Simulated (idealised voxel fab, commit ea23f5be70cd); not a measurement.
Herein follows the process module entitled voxel self aligned vias.
We display cut, a cross-section 295 nm in width whose square cells are each 5 nm.
A cross-section in this document is a grid of square cells, and it is written down as bands, the top band listed before the ones below it; a band is made up of one or more rows of cells. Band: top height; bottom height; in nm. Then, left to right: material with width in nm, for each material. "full width": a single material spanning edge to edge. "blank": empty space. Heights are measured from 0, the level below which the as-received wafer is all one material; the lowest band has no bottom and continues downward, written as in "0 -> down". So if you see something like "30..40" for the width, read it as the top row of the band sitting at the first number and the bottom row at the second, with every row in between moving by the same amount as the last. Step marked "changes: none"? Then no cell in the cross-section changed in it. This entry, "Entrapped voids", enumerates those empty regions of no fewer than 8 cells that possess no open connection to the top. Each region is reported in the form width x height at distance, the distance being taken from the left edge, with all three quantities expressed in nm. What comes after the settings on a step's line is commentary from the simulator itself on that step. overlay nm, on a step with a mask: how far to the right of its planned place the mask lay; to the left if negative.

PLANNED PROCESS STEPS
- 1: RECEIVE,material Si
- 2: CONFORMAL_DEP,material SiO2,thk nm 10
- 3: CONFORMAL_DEP,material SiCN,thk nm 5
- 4: DIRECTIONAL_DEP,material SiO2,thk nm 25
- 5: DIRECTIONAL_DEP,material aC,thk nm 15
- 6: PATTERN,tone open,mask id LINES,material resist,width nm 30,pitch nm 65,thk nm 30,overlay nm -15
- 7: DIRECTIONAL_ETCH,etch materials aC,depth nm 15
- 8: STRIP,etch materials resist
- 9: DIRECTIONAL_ETCH,etch materials SiO2,depth nm 25
- 10: STRIP,etch materials aC
- 11: CONFORMAL_DEP,material TiN,thk nm 5
- 12: FILL_DEP,material W,thk nm 5
- 13: CMP,height nm 40
- 14: SELECTIVE_ETCH,etch materials W Ru TiN,depth nm 5
- 15: FILL_DEP,material SiN,thk nm 5
- 16: CMP,height nm 40
- 17: DIRECTIONAL_DEP,material SiO2,thk nm 15
- 18: DIRECTIONAL_DEP,material aC,thk nm 15
- 19: PATTERN,tone open,mask id VIAS,material resist,width nm 40,thk nm 35,overlay nm 0
- 20: DIRECTIONAL_ETCH,etch materials aC,depth nm 15
- 21: STRIP,etch materials resist
- 22: DIRECTIONAL_ETCH,etch materials SiO2,depth nm 15
- 23: DIRECTIONAL_ETCH,etch materials SiN,depth nm 5
- 24: STRIP,etch materials aC
- 25: CONFORMAL_DEP,material TiN,thk nm 5
- 26: FILL_DEP,material W,thk nm 5
- 27: CMP,height nm 55
- 28: CONFORMAL_DEP,material SiN,thk nm 5
Wafers differ in overlay nm at step 6; plan lists the first wafer's value; identical starting state.

THIS IS HOW THE FIRST OF SEVERAL WAFERS LOOKED IN CROSS-SECTION WHEN IT ARRIVED, WHICH IS AFTER STEP 1
  0 -> down: Si full width
  Entrapped voids: none

HERE IS HOW TO READ THE ROWS: EVERY WAFER HAS A ROW, AND IT SHOWS THE WAFER AT THE END OF THE MODULE, GIVING FOR EACH MATERIAL HOW MANY CELLS WERE GAINED (+) OR LOST (-) SINCE THE WAFER WAS RECEIVED, THEN LISTING ITS CLOSED VOIDS
overlay nm -15, +59 SiCN, +67 SiN, +506 SiO2, +38 TiN, +38 W, Entrapped voids: none
overlay nm -10, +59 SiCN, +66 SiN, +506 SiO2, +38 TiN, +39 W, Entrapped voids: none
overlay nm -5, +59 SiCN, +65 SiN, +506 SiO2, +38 TiN, +40 W, Entrapped voids: none
overlay nm 0, +59 SiCN, +65 SiN, +506 SiO2, +38 TiN, +40 W, Entrapped voids: none
overlay nm 5, +59 SiCN, +65 SiN, +506 SiO2, +38 TiN, +40 W, Entrapped voids: none
overlay nm 10, +59 SiCN, +66 SiN, +506 SiO2, +38 TiN, +39 W, Entrapped voids: none
overlay nm 15, +59 SiCN, +67 SiN, +506 SiO2, +38 TiN, +38 W, Entrapped voids: none
